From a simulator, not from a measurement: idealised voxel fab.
The following is a process module called voxel double patterning.
Cross-section cut: width 175 nm, square cells of 5 nm.
Format of a cross-section: grid, square cells. Given as bands. Order: top down. Band: one or more rows of cells. Band: top height; bottom height; in nm. Then, left to right: material with width in nm, for each material. "everywhere": a single material spanning edge to edge. "empty": empty space. Beneath 0, the wafer as received is one material, and that level is where height counting begins. The lowest band goes on downward without a bottom; it is written like "top 0, no bottom". It should be noted that a width expressed as "30..40" varies in equal increments from row to row of cells within the band, taking the value of the first number at the top row and that of the second number at the bottom row. A step reported as "no alteration" is a step in which no cell of the cross-section changed. The entry "Closed-off voids" lists the empty spaces that cover at least 8 cells and have no open path to the top. Each is written as width x height at distance, where the distance is measured from the left edge and all three values are in nm. Note: text after step settings on the step line = simulator remark on that step. "overlay nm" on a masked step: distance the mask lay right of its planned place, negative for left.

## Process steps - plan
- 1: op RECEIVE | material Si
- 2: op CONFORMAL_DEP | material SiO2 | thk nm 10
- 3: op DIRECTIONAL_DEP | material TiN | thk nm 20
- 4: op DIRECTIONAL_DEP | material SiCN | thk nm 5
- 5: op PATTERN | tone open | mask id FIRST | material resist | width nm 15 | pitch nm 50 | thk nm 15 | overlay nm 0
- 6: op DIRECTIONAL_ETCH | etch materials SiCN | depth nm 5
- 7: op STRIP | etch materials resist
- 8: op PATTERN | tone open | mask id SECOND | material resist | width nm 15 | thk nm 15 | overlay nm 0
- 9: op DIRECTIONAL_ETCH | etch materials SiCN | depth nm 5
- 10: op STRIP | etch materials resist
- 11: op DIRECTIONAL_ETCH | etch materials TiN | depth nm 20
- 12: op STRIP | etch materials SiCN

## Wafer as received: cross-section following step 1
- top 0, no bottom  Si everywhere
- Closed-off voids: none

## Result of the module, cross-sectioned: start per above, plan per above, one error in how it was run
- top 30, bottom 10  TiN 55  empty 15  TiN 10  empty 15  TiN 10  empty 15  TiN 55
- top 10, bottom 0  TiN everywhere
- top 0, no bottom  Si everywhere
- Closed-off voids: none
So what did we get wrong on this run? step 2 changed vs plan, executed as op CONFORMAL_DEP | material TiN | thk nm 10
